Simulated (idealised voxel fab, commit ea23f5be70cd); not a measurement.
The process module presented herein is designated voxel self aligned vias.
Cross-section cut spans 225 nm and uses square cells 5 nm in size.
Cross-section format: a grid of square cells, given as bands from top to bottom; each band is one or more rows of cells. In this notation a band is specified by the heights of its top and bottom, in that order and in nm, after which its materials appear from left to right, each paired with its width in nm. The word "throughout" attached to a single material means that material fills the band from edge to edge; the word "empty" stands for empty space. Below 0: as-received wafer, all one material; heights counted from there. Lowest band: no bottom, goes on down, written "0 and below". Note: "30->40" means the width goes from the first number (top row of the band) to the second number (bottom row) in equal steps per row of cells. "same as before" (step): cross-section cells unchanged, all of them. Empty spaces without an open route to the top, at least 8 cells in extent, make up the entry "Listed closed voids"; each is given as width x height at distance, where the distance is measured from the left edge, and all are in nm. Anything after a step's settings on that line? It's the simulator's own note about the step. Each step line may optionally specify "overlay nm", which for a step with a mask gives the rightward distance between the mask's planned place and where it lay, a negative value indicating the leftward direction.

# The following list gives the planned process steps
1,RECEIVE | material Si
2,CONFORMAL_DEP | material SiO2 | thk nm 15
3,CONFORMAL_DEP | material SiCN | thk nm 5
4,DIRECTIONAL_DEP | material SiO2 | thk nm 25
5,MASKED_ETCH | tone open | mask id LINES | width nm 25 | pitch nm 55 | etch materials SiO2 | depth nm 25 | overlay nm 0
6,CONFORMAL_DEP | material TiN | thk nm 5
7,FILL_DEP | material W | thk nm 10
8,CMP | height nm 45
9,SELECTIVE_ETCH | etch materials W Ru TiN | depth nm 5
10,FILL_DEP | material SiN | thk nm 5
11,CMP | height nm 45
12,DIRECTIONAL_DEP | material SiO2 | thk nm 15
13,MASKED_ETCH | tone open | mask id VIAS | width nm 35 | pitch nm 55 | etch materials SiO2 | depth nm 15 | overlay nm 0
14,MASKED_ETCH | tone open | mask id VIAS | width nm 35 | pitch nm 55 | etch materials SiN | depth nm 5 | overlay nm 0
15,CONFORMAL_DEP | material TiN | thk nm 5
16,FILL_DEP | material W | thk nm 10
17,CMP | height nm 60
18,CONFORMAL_DEP | material SiN | thk nm 5

# So this is the incoming wafer in cross-section - it's already been through step 1
	0 and below  Si throughout
	Listed closed voids: none

# Here's the wafer cut in cross-section after the module, started and planned just like above, except one thing was done wrong in the run
	65 down to 60  SiN throughout
	60 down to 50  SiO2 65 | TiN 5 | W 25 | TiN 5 | SiO2 20 | TiN 5 | W 25 | TiN 5 | SiO2 70
	50 down to 45  SiO2 65 | TiN 10 | W 15 | TiN 10 | SiO2 20 | TiN 10 | W 15 | TiN 10 | SiO2 70
	45 down to 35  SiO2 70 | TiN 25 | SiO2 30 | TiN 25 | SiO2 75
	35 down to 30  SiCN throughout
	30 down to 0  SiO2 throughout
	0 and below  Si throughout
	Listed closed voids: none
Want to know what went wrong? twice, step 2 of the plan was run
